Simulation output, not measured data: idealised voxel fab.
process module | voxel transistor to metal
cross-section cut | 295 nm wide | cells 5 nm
A cross-section is a grid of square cells, given in bands from the top down. A band is one or more rows of cells.
Each band's line starts with the height of the band's top and of its bottom, in nm. Then come its materials from left to right, each with its width in nm. One material with "throughout" fills the band from edge to edge. "air" is empty space.
Height 0 is the level under which the wafer as received is all one material. The lowest band goes on downwards, as in "0 down".
A width such as "30 to 40" changes by the same amount from each row of cells to the next, from the band's top row to its bottom row.
"no change" after a step means that no cell of the cross-section changed.
closed voids: empty space of 8 cells or more with no open way to the top, each as width x height at its distance from the left edge, in nm
after a step's settings: what the simulator itself notes on the step
overlay nm, on a step with a mask: how far to the right of its planned place the mask lay; to the left if negative
plan
1 op RECEIVE | material Si
2 op CONFORMAL_DEP | material SiO2 | thk nm 5
3 op CONFORMAL_DEP | material SiN | thk nm 10
4 op DIRECTIONAL_DEP | material aC | thk nm 10
5 op PATTERN | tone cover | mask id ACTIVE | material resist | width nm 95 | pitch nm 120 | thk nm 25 | overlay nm 0
6 op DIRECTIONAL_ETCH | etch materials aC | depth nm 10
7 op STRIP | etch materials resist
8 op DIRECTIONAL_ETCH | etch materials SiN | depth nm 10
9 op DIRECTIONAL_ETCH | etch materials SiO2 | depth nm 5
10 op DIRECTIONAL_ETCH | etch materials Si | depth nm 30
11 op STRIP | etch materials aC
12 op FILL_DEP | material SiO2 | thk nm 10
13 op CMP | height nm 15
14 op SELECTIVE_ETCH | etch materials SiO2 | depth nm 5
15 op STRIP | etch materials SiN
16 op SELECTIVE_ETCH | etch materials SiO2 | depth nm 5
17 op OXIDIZE | depth nm 5
18 op DIRECTIONAL_DEP | material polySi | thk nm 20
19 op DIRECTIONAL_DEP | material SiCN | thk nm 10
20 op MASKED_ETCH | tone cover | mask id GATE | width nm 25 | pitch nm 120 | etch materials SiCN | depth nm 20 | overlay nm 0
21 op MASKED_ETCH | tone cover | mask id GATE | width nm 25 | pitch nm 120 | etch materials polySi | depth nm 30 | overlay nm 0
22 op CONFORMAL_DEP | material SiO2 | thk nm 5
23 op DIRECTIONAL_ETCH | etch materials SiO2 | depth nm 5
24 op CONFORMAL_DEP | material SiN | thk nm 5
25 op DIRECTIONAL_ETCH | etch materials SiN | depth nm 5
26 op DIRECTIONAL_ETCH | etch materials SiO2 | depth nm 5
27 op DIRECTIONAL_ETCH | etch materials Si | depth nm 15
28 op EPI | material nSi | thk nm 15
29 op FILL_DEP | material SiO2 | thk nm 10
30 op CMP | height nm 20
31 op STRIP | etch materials polySi
32 op SELECTIVE_ETCH | etch materials SiO2 | depth nm 5
33 op CONFORMAL_DEP | material HfO2 | thk nm 5
34 op CONFORMAL_DEP | material TiN | thk nm 5
35 op FILL_DEP | material W | thk nm 5
36 op CMP | height nm 15
37 op DIRECTIONAL_DEP | material SiO2 | thk nm 10
38 op MASKED_ETCH | tone open | mask id CONTACT | width nm 15 | etch materials SiO2 | depth nm 15 | overlay nm 0
39 op CONFORMAL_DEP | material TiN | thk nm 5
40 op FILL_DEP | material Ru | thk nm 10
41 op CMP | height nm 25
42 op DIRECTIONAL_DEP | material TiN | thk nm 5
43 op DIRECTIONAL_DEP | material Ru | thk nm 20
44 op DIRECTIONAL_DEP | material aC | thk nm 10
45 op PATTERN | tone cover | mask id METAL_1 | material resist | width nm 15 | thk nm 30 | overlay nm 0
46 op DIRECTIONAL_ETCH | etch materials aC | depth nm 10
47 op STRIP | etch materials resist
48 op DIRECTIONAL_ETCH | etch materials Ru | depth nm 20
49 op DIRECTIONAL_ETCH | etch materials TiN | depth nm 5
50 op STRIP | etch materials aC
51 op CONFORMAL_DEP | material SiCN | thk nm 5
52 op FILL_DEP | material SiO2 | thk nm 10
53 op CMP | height nm 50
54 op CONFORMAL_DEP | material SiCN | thk nm 5
as received, after step 1
  0 down: Si throughout
  closed voids: none
a wafer at the end: this start, this plan, one mistake
  55 to 50: SiCN throughout
  50 to 30: SiO2 40 | SiCN 5 | Ru 15 | SiCN 5 | SiO2 45 | SiCN 5 | Ru 15 | SiCN 5 | SiO2 25 | SiCN 5 | Ru 15 | SiCN 5 | SiO2 45 | SiCN 5 | Ru 15 | SiCN 5 | SiO2 40
  30 to 25: SiCN 45 | TiN 15 | SiCN 55 | TiN 15 | SiCN 35 | TiN 15 | SiCN 55 | TiN 15 | SiCN 45
  25 to 15: SiO2 45 | TiN 5 | Ru 5 | TiN 5 | SiO2 55 | TiN 5 | Ru 5 | TiN 5 | SiO2 35 | TiN 5 | Ru 5 | TiN 5 | SiO2 55 | TiN 5 | Ru 5 | TiN 5 | SiO2 45
  15 to 10: SiO2 45 | TiN 15 | SiO2 5 | SiN 5 | HfO2 5 | TiN 5 | W 15 | TiN 5 | HfO2 5 | SiN 5 | SiO2 5 | TiN 15 | SiO2 35 | TiN 15 | SiO2 5 | SiN 5 | HfO2 5 | TiN 5 | W 15 | TiN 5 | HfO2 5 | SiN 5 | SiO2 5 | TiN 15 | SiO2 45
  10 to 5: SiO2 40 | nSi 25 | SiN 5 | HfO2 5 | TiN 5 | W 15 | TiN 5 | HfO2 5 | SiN 5 | nSi 25 | SiO2 25 | nSi 25 | SiN 5 | HfO2 5 | TiN 5 | W 15 | TiN 5 | HfO2 5 | SiN 5 | nSi 25 | SiO2 40
  5 to 0: SiO2 40 | SiN 5 | nSi 20 | SiN 5 | HfO2 5 | TiN 25 | HfO2 5 | SiN 5 | nSi 20 | SiN 5 | SiO2 25 | SiN 5 | nSi 20 | SiN 5 | HfO2 5 | TiN 25 | HfO2 5 | SiN 5 | nSi 20 | SiN 5 | SiO2 40
  0 to -5: SiO2 45 | nSi 20 | SiO2 5 | HfO2 35 | SiO2 5 | nSi 20 | SiO2 35 | nSi 20 | SiO2 5 | HfO2 35 | SiO2 5 | nSi 20 | SiO2 45
  -5 to -25: SiO2 40 | Si 5 | nSi 20 | Si 45 | nSi 20 | Si 5 | SiO2 25 | Si 5 | nSi 20 | Si 45 | nSi 20 | Si 5 | SiO2 40
  -25 to -30: SiO2 40 | Si 95 | SiO2 25 | Si 95 | SiO2 40
  -30 down: Si throughout
  closed voids: none
what went wrong: step 27 ran as: op DIRECTIONAL_ETCH | etch materials Si | depth nm 20
